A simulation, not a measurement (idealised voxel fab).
This is a process module. Its name is voxel wiring stack.
Section cut is 230 nm wide and gridded with 5 nm square cells.
We lay out every cross-section as a grid of square cells and spell it out in bands from the top down, where one band means one or more rows of cells. A band entry consists of two parts. The first gives the height of the band's top and the height of its bottom, in nm. The rest lists the band's materials from left to right, each with its width in nm. A single material labelled with the word "everywhere" fills the band from edge to edge, and the word "air" marks empty space. Beneath 0, the wafer as received is one material, and that level is where height counting begins. The lowest band goes on downward without a bottom; it is written like "0 and below". Quick explanation for "30 to 40": the width changes in equal steps down the rows of cells, from the first number in the band's top row to the second number in its bottom row. What does "nothing changed" mean for a step? It means no cell of the cross-section changed in that step. Any empty space of 8 cells or more lacking an open way to the top shows up in "Non-vented voids" as width x height at distance, distance from the left edge, in nm. That trailing text on a step's line, after the settings, is the simulator's own remark on the step. "overlay nm", when on a step's line for a step with a mask, measures how far to the right of its planned place the mask lay; a negative measure means to the left.
Planned process steps
1,RECEIVE, material Si
2,CONFORMAL_DEP, material SiO2, thk nm 15
3,DIRECTIONAL_DEP, material TiN, thk nm 5
4,DIRECTIONAL_DEP, material W, thk nm 25
5,DIRECTIONAL_DEP, material aC, thk nm 15
6,PATTERN, tone cover, mask id METAL_1, material resist, width nm 25, pitch nm 40, thk nm 30, overlay nm 0
7,DIRECTIONAL_ETCH, etch materials aC, depth nm 15
8,STRIP, etch materials resist
9,DIRECTIONAL_ETCH, etch materials W, depth nm 25
10,DIRECTIONAL_ETCH, etch materials TiN, depth nm 5
11,STRIP, etch materials aC
12,FILL_DEP, material lowk, thk nm 5
13,CMP, height nm 45
14,CONFORMAL_DEP, material SiCN, thk nm 5
15,DIRECTIONAL_DEP, material SiO2, thk nm 15
16,DIRECTIONAL_DEP, material aC, thk nm 10
17,PATTERN, tone open, mask id PLUG_1, material resist, width nm 15, pitch nm 80, thk nm 25, overlay nm 0
18,DIRECTIONAL_ETCH, etch materials aC, depth nm 10
19,STRIP, etch materials resist
20,DIRECTIONAL_ETCH, etch materials SiO2, depth nm 15
21,DIRECTIONAL_ETCH, etch materials SiCN, depth nm 5
22,STRIP, etch materials aC
23,EPI, material Ru, thk nm 10
24,EPI, material Ru, thk nm 10
25,DIRECTIONAL_DEP, material TiN, thk nm 5
26,DIRECTIONAL_DEP, material W, thk nm 15
27,MASKED_ETCH, tone cover, mask id METAL_2, width nm 25, pitch nm 40, etch materials W, depth nm 15, overlay nm 0
28,MASKED_ETCH, tone cover, mask id METAL_2, width nm 25, pitch nm 40, etch materials TiN, depth nm 5, overlay nm 0
29,CONFORMAL_DEP, material SiN, thk nm 5
30,FILL_DEP, material SiO2, thk nm 5
31,CMP, height nm 85
32,CONFORMAL_DEP, material SiCN, thk nm 5
33,DIRECTIONAL_DEP, material lowk, thk nm 25
34,DIRECTIONAL_DEP, material aC, thk nm 15
35,PATTERN, tone open, mask id METAL_3_HOLES, material resist, width nm 15, pitch nm 40, thk nm 35, overlay nm 0
36,DIRECTIONAL_ETCH, etch materials aC, depth nm 15
37,STRIP, etch materials resist
38,DIRECTIONAL_ETCH, etch materials lowk, depth nm 25
39,STRIP, etch materials aC
40,DIRECTIONAL_DEP, material aC, thk nm 10
41,PATTERN, tone open, mask id METAL_3, material resist, width nm 25, pitch nm 40, thk nm 25, overlay nm 0
42,DIRECTIONAL_ETCH, etch materials aC, depth nm 10
43,STRIP, etch materials resist
44,DIRECTIONAL_ETCH, etch materials lowk, depth nm 15
45,DIRECTIONAL_ETCH, etch materials SiCN, depth nm 5
46,STRIP, etch materials aC
47,CONFORMAL_DEP, material TiN, thk nm 5
48,FILL_DEP, material Ru, thk nm 5
49,CMP, height nm 115
50,CONFORMAL_DEP, material SiCN, thk nm 5
51,DIRECTIONAL_DEP, material lowk, thk nm 15
52,PATTERN, tone open, mask id PLUG_3, material resist, width nm 15, pitch nm 80, thk nm 15, overlay nm 0
53,DIRECTIONAL_ETCH, etch materials lowk, depth nm 15
54,DIRECTIONAL_ETCH, etch materials SiCN, depth nm 5
55,STRIP, etch materials resist
56,CONFORMAL_DEP, material TiN, thk nm 5
57,FILL_DEP, material W, thk nm 5
58,CMP, height nm 135
59,DIRECTIONAL_DEP, material TiN, thk nm 5
60,DIRECTIONAL_DEP, material W, thk nm 15
61,PATTERN, tone cover, mask id METAL_4, material resist, width nm 25, pitch nm 40, thk nm 15, overlay nm 0
62,DIRECTIONAL_ETCH, etch materials W, depth nm 15
63,DIRECTIONAL_ETCH, etch materials TiN, depth nm 5
64,STRIP, etch materials resist
65,FILL_DEP, material lowk, thk nm 10
66,CMP, height nm 155
67,CONFORMAL_DEP, material SiCN, thk nm 5
Cross-section: wafer on arrival = after step 1
* 0 and below = Si everywhere
* Non-vented voids: none
The first of the two wafers as seen in cross-section once the module was finished; processing followed the plan
* 160 down to 155 = SiCN everywhere
* 155 down to 140 = lowk (40); W (25); lowk (15); W (25); lowk (15); W (25); lowk (15); W (25); lowk (45)
* 140 down to 135 = lowk (40); TiN (25); lowk (15); TiN (25); lowk (15); TiN (25); lowk (15); TiN (25); lowk (45)
* 135 down to 120 = lowk (40); TiN (5); W (5); TiN (5); lowk (65); TiN (5); W (5); TiN (5); lowk (95)
* 120 down to 115 = SiCN (40); TiN (15); SiCN (65); TiN (15); SiCN (95)
* 115 down to 105 = lowk (40); TiN (5); Ru (15); TiN (5); lowk (15); TiN (5); Ru (15); TiN (5); lowk (15); TiN (5); Ru (15); TiN (5); lowk (15); TiN (5); Ru (15); TiN (5); lowk (45)
* 105 down to 100 = lowk (40); TiN (5); Ru (5); TiN (15); lowk (15); TiN (5); Ru (5); TiN (15); lowk (15); TiN (5); Ru (5); TiN (15); lowk (15); TiN (5); Ru (5); TiN (15); lowk (45)
* 100 down to 90 = lowk (40); TiN (5); Ru (5); TiN (5); lowk (25); TiN (5); Ru (5); TiN (5); lowk (25); TiN (5); Ru (5); TiN (5); lowk (25); TiN (5); Ru (5); TiN (5); lowk (55)
* 90 down to 85 = SiCN (40); TiN (15); SiCN (25); TiN (15); SiCN (25); TiN (15); SiCN (25); TiN (15); SiCN (55)
* 85 down to 70 = SiO2 (35); SiN (5); W (25); SiN (5); SiO2 (5); SiN (5); W (25); SiN (5); SiO2 (5); SiN (5); W (25); SiN (5); SiO2 (5); SiN (5); W (25); SiN (5); SiO2 (40)
* 70 down to 65 = SiN (40); TiN (25); SiN (15); TiN (25); SiN (15); TiN (25); SiN (15); TiN (25); SiN (45)
* 65 down to 50 = SiO2 (40); Ru (15); SiO2 (65); Ru (15); SiO2 (95)
* 50 down to 45 = SiCN (40); Ru (15); SiCN (65); Ru (15); SiCN (95)
* 45 down to 20 = lowk (40); W (25); lowk (15); W (25); lowk (15); W (25); lowk (15); W (25); lowk (45)
* 20 down to 15 = lowk (40); TiN (25); lowk (15); TiN (25); lowk (15); TiN (25); lowk (15); TiN (25); lowk (45)
* 15 down to 0 = SiO2 everywhere
* 0 and below = Si everywhere
* Non-vented voids: none
The second wafer, shown in cross-section after the module: started the same way as the first and given the same plan, yet one mistake crept into how it was run
* 160 down to 155 = SiCN everywhere
* 155 down to 140 = lowk (40); W (25); lowk (15); W (25); lowk (15); W (25); lowk (15); W (25); lowk (45)
* 140 down to 135 = lowk (40); TiN (25); lowk (15); TiN (25); lowk (15); TiN (25); lowk (15); TiN (25); lowk (45)
* 135 down to 120 = W (35); TiN (5); lowk (15); TiN (5); W (55); TiN (5); lowk (15); TiN (5); W (90)
* 120 down to 115 = TiN (40); SiCN (15); TiN (65); SiCN (15); TiN (95)
* 115 down to 105 = lowk (40); TiN (5); Ru (15); TiN (5); lowk (15); TiN (5); Ru (15); TiN (5); lowk (15); TiN (5); Ru (15); TiN (5); lowk (15); TiN (5); Ru (15); TiN (5); lowk (45)
* 105 down to 100 = lowk (40); TiN (5); Ru (5); TiN (15); lowk (15); TiN (5); Ru (5); TiN (15); lowk (15); TiN (5); Ru (5); TiN (15); lowk (15); TiN (5); Ru (5); TiN (15); lowk (45)
* 100 down to 90 = lowk (40); TiN (5); Ru (5); TiN (5); lowk (25); TiN (5); Ru (5); TiN (5); lowk (25); TiN (5); Ru (5); TiN (5); lowk (25); TiN (5); Ru (5); TiN (5); lowk (55)
* 90 down to 85 = SiCN (40); TiN (15); SiCN (25); TiN (15); SiCN (25); TiN (15); SiCN (25); TiN (15); SiCN (55)
* 85 down to 70 = SiO2 (35); SiN (5); W (25); SiN (5); SiO2 (5); SiN (5); W (25); SiN (5); SiO2 (5); SiN (5); W (25); SiN (5); SiO2 (5); SiN (5); W (25); SiN (5); SiO2 (40)
* 70 down to 65 = SiN (40); TiN (25); SiN (15); TiN (25); SiN (15); TiN (25); SiN (15); TiN (25); SiN (45)
* 65 down to 50 = SiO2 (40); Ru (15); SiO2 (65); Ru (15); SiO2 (95)
* 50 down to 45 = SiCN (40); Ru (15); SiCN (65); Ru (15); SiCN (95)
* 45 down to 20 = lowk (40); W (25); lowk (15); W (25); lowk (15); W (25); lowk (15); W (25); lowk (45)
* 20 down to 15 = lowk (40); TiN (25); lowk (15); TiN (25); lowk (15); TiN (25); lowk (15); TiN (25); lowk (45)
* 15 down to 0 = SiO2 everywhere
* 0 and below = Si everywhere
* Non-vented voids: none
Where did the run depart from the plan? off-plan run, step 52, actual operation and settings PATTERN, tone cover, mask id PLUG_3, material resist, width nm 15, pitch nm 80, thk nm 15, overlay nm 0
The closing comparison, in cells, has the second wafer with more or fewer of some materials than the first: SiCN: 34 fewer, TiN: 34 more, W: 102 more, lowk: 102 fewer
